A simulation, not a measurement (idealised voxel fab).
process module | voxel capacitor over wiring
cross-section cut | 265 nm wide | cells 5 nm
A cross-section is a grid of square cells, given in bands from the top down. A band is one or more rows of cells.
Each band's line starts with the height of the band's top and of its bottom, in nm. Then come its materials from left to right, each with its width in nm. One material with "throughout" fills the band from edge to edge. "air" is empty space.
Height 0 is the level under which the wafer as received is all one material. The lowest band goes on downwards, as in "0 down".
A width such as "30 to 40" changes by the same amount from each row of cells to the next, from the band's top row to its bottom row.
"no change" after a step means that no cell of the cross-section changed.
closed voids: empty space of 8 cells or more with no open way to the top, each as width x height at its distance from the left edge, in nm
after a step's settings: what the simulator itself notes on the step
overlay nm, on a step with a mask: how far to the right of its planned place the mask lay; to the left if negative
plan
1 op RECEIVE | material Si
2 op CONFORMAL_DEP | material SiO2 | thk nm 15
3 op DIRECTIONAL_DEP | material TiN | thk nm 5
4 op DIRECTIONAL_DEP | material W | thk nm 15
5 op DIRECTIONAL_DEP | material aC | thk nm 10
6 op PATTERN | tone cover | mask id METAL_1 | material resist | width nm 25 | pitch nm 90 | thk nm 25 | overlay nm 0
7 op DIRECTIONAL_ETCH | etch materials aC | depth nm 10
8 op STRIP | etch materials resist
9 op DIRECTIONAL_ETCH | etch materials W | depth nm 15
10 op DIRECTIONAL_ETCH | etch materials TiN | depth nm 5
11 op STRIP | etch materials aC
12 op CONFORMAL_DEP | material SiN | thk nm 5
13 op FILL_DEP | material SiO2 | thk nm 5
14 op CMP | height nm 35
15 op CONFORMAL_DEP | material SiCN | thk nm 5
16 op DIRECTIONAL_DEP | material lowk | thk nm 10
17 op MASKED_ETCH | tone open | mask id PLUG_1 | width nm 15 | etch materials lowk | depth nm 10 | overlay nm 0
18 op MASKED_ETCH | tone open | mask id PLUG_1 | width nm 15 | etch materials SiCN | depth nm 5 | overlay nm 0
19 op CONFORMAL_DEP | material TiN | thk nm 5
20 op FILL_DEP | material Cu | thk nm 5
21 op CMP | height nm 50
22 op DIRECTIONAL_DEP | material TiN | thk nm 10
23 op DIRECTIONAL_DEP | material SiN | thk nm 5
24 op DIRECTIONAL_DEP | material TiN | thk nm 10
25 op MASKED_ETCH | tone cover | mask id UPPER_PLATE | width nm 70 | etch materials TiN | depth nm 10 | overlay nm 0
26 op MASKED_ETCH | tone cover | mask id UPPER_PLATE | width nm 70 | etch materials SiN | depth nm 5 | overlay nm 0
27 op DIRECTIONAL_DEP | material aC | thk nm 10
28 op PATTERN | tone cover | mask id LOWER_PLATE | material resist | width nm 80 | thk nm 30 | overlay nm 0
29 op DIRECTIONAL_ETCH | etch materials aC | depth nm 10
30 op STRIP | etch materials resist
31 op DIRECTIONAL_ETCH | etch materials TiN | depth nm 10
32 op STRIP | etch materials aC
33 op FILL_DEP | material SiO2 | thk nm 15
34 op CMP | height nm 85
35 op PATTERN | tone open | mask id PLUG_2 | material resist | width nm 15 | thk nm 15 | overlay nm 0
36 op DIRECTIONAL_ETCH | etch materials SiO2 | depth nm 10
37 op STRIP | etch materials resist
38 op CONFORMAL_DEP | material TiN | thk nm 5
39 op FILL_DEP | material W | thk nm 5
40 op CMP | height nm 85
41 op CONFORMAL_DEP | material SiCN | thk nm 5
as received, after step 1
  0 down: Si throughout
  closed voids: none
a wafer at the end: this start, this plan, one mistake
  90 to 85: SiCN throughout
  85 to 80: SiO2 95 | TiN 5 | W 5 | TiN 5 | SiO2 155
  80 to 75: SiO2 95 | TiN 15 | SiO2 155
  75 to 65: SiO2 85 | TiN 70 | SiO2 110
  65 to 60: SiO2 85 | SiN 70 | SiO2 110
  60 to 50: SiO2 80 | TiN 80 | SiO2 105
  50 to 45: lowk 85 | TiN 5 | Cu 5 | TiN 5 | lowk 165
  45 to 40: lowk 85 | TiN 15 | lowk 165
  40 to 35: SiCN 95 | TiN 5 | SiCN 165
  35 to 20: SiO2 70 | SiN 5 | W 25 | SiN 5 | SiO2 55 | SiN 5 | W 25 | SiN 5 | SiO2 70
  20 to 15: SiN 75 | TiN 25 | SiN 65 | TiN 25 | SiN 75
  15 to 0: SiO2 throughout
  0 down: Si throughout
  closed voids: none
what went wrong: step 18 ran as: op MASKED_ETCH | tone open | mask id PLUG_1 | width nm 15 | etch materials SiCN | depth nm 5 | overlay nm 10
